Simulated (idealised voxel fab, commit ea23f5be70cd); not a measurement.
Process module name: voxel tone inversion
Xsec cut, 230 nm wide, square cell size 5 nm.
In what follows, cross-sections appear as grids of square cells, described through bands that run from the top down, where every band is one or more rows of cells.
The entry gives the band's vertical extent as a top height and a bottom height in nm, then its horizontal make-up as materials from left to right, each with a width in nm. "empty" stands for empty space; a single material marked "edge to edge" fills the band edge to edge.
Zero point of the height axis is 0; under it, received wafer = one material. Lowest band: continues down indefinitely, "z 0 and below".
Width spec "30->40" -> top row of cells at first value, bottom row at second value, equal per-row change in between.
What does "remains unaltered" mean for a step? It means no cell of the cross-section changed in that step.
"Enclosed internal voids": empty spaces of 8 cells or more with no open way to the top, each given as width x height at distance, distance from the left edge, all in nm.
Where a step's line continues beyond its settings, the continuation is a remark by the simulator itself on that step.
A step line may carry the setting "overlay nm", which, for steps involving a mask, states the distance by which the mask lay to the right of its intended position; negative values denote displacement to the left.
[List of planned process steps]
1) RECEIVE | material Si
2) CONFORMAL_DEP | material SiN | thk nm 5
3) DIRECTIONAL_DEP | material aC | thk nm 15
4) PATTERN | tone cover | mask id POSTS | material resist | width nm 25 | pitch nm 40 | thk nm 20 | overlay nm 0
5) DIRECTIONAL_ETCH | etch materials aC | depth nm 15
6) STRIP | etch materials resist
7) FILL_DEP | material lowk | thk nm 10
8) CMP | height nm 20
9) STRIP | etch materials aC
10) CONFORMAL_DEP | material TiN | thk nm 5
11) FILL_DEP | material Ru | thk nm 5
12) CMP | height nm 20
13) CONFORMAL_DEP | material SiN | thk nm 5
[Wafer as received: cross-section following step 1]
* z 0 and below | Si edge to edge
* Enclosed internal voids: none
[Post-module cross-section: identical start and plan to those above, one misstep in execution]
* z 30 to 25 | SiN edge to edge
* z 25 to 20 | TiN (85) | Ru (15) | TiN (25) | Ru (15) | TiN (90)
* z 20 to 10 | lowk (80) | TiN (5) | Ru (15) | TiN (5) | lowk (15) | TiN (5) | Ru (15) | TiN (5) | lowk (85)
* z 10 to 5 | lowk (80) | TiN (25) | lowk (15) | TiN (25) | lowk (85)
* z 5 to 0 | SiN edge to edge
* z 0 and below | Si edge to edge
* Enclosed internal voids: none
What was done differently from what was planned? planned and actual differ for step 12; actual: CMP | height nm 25
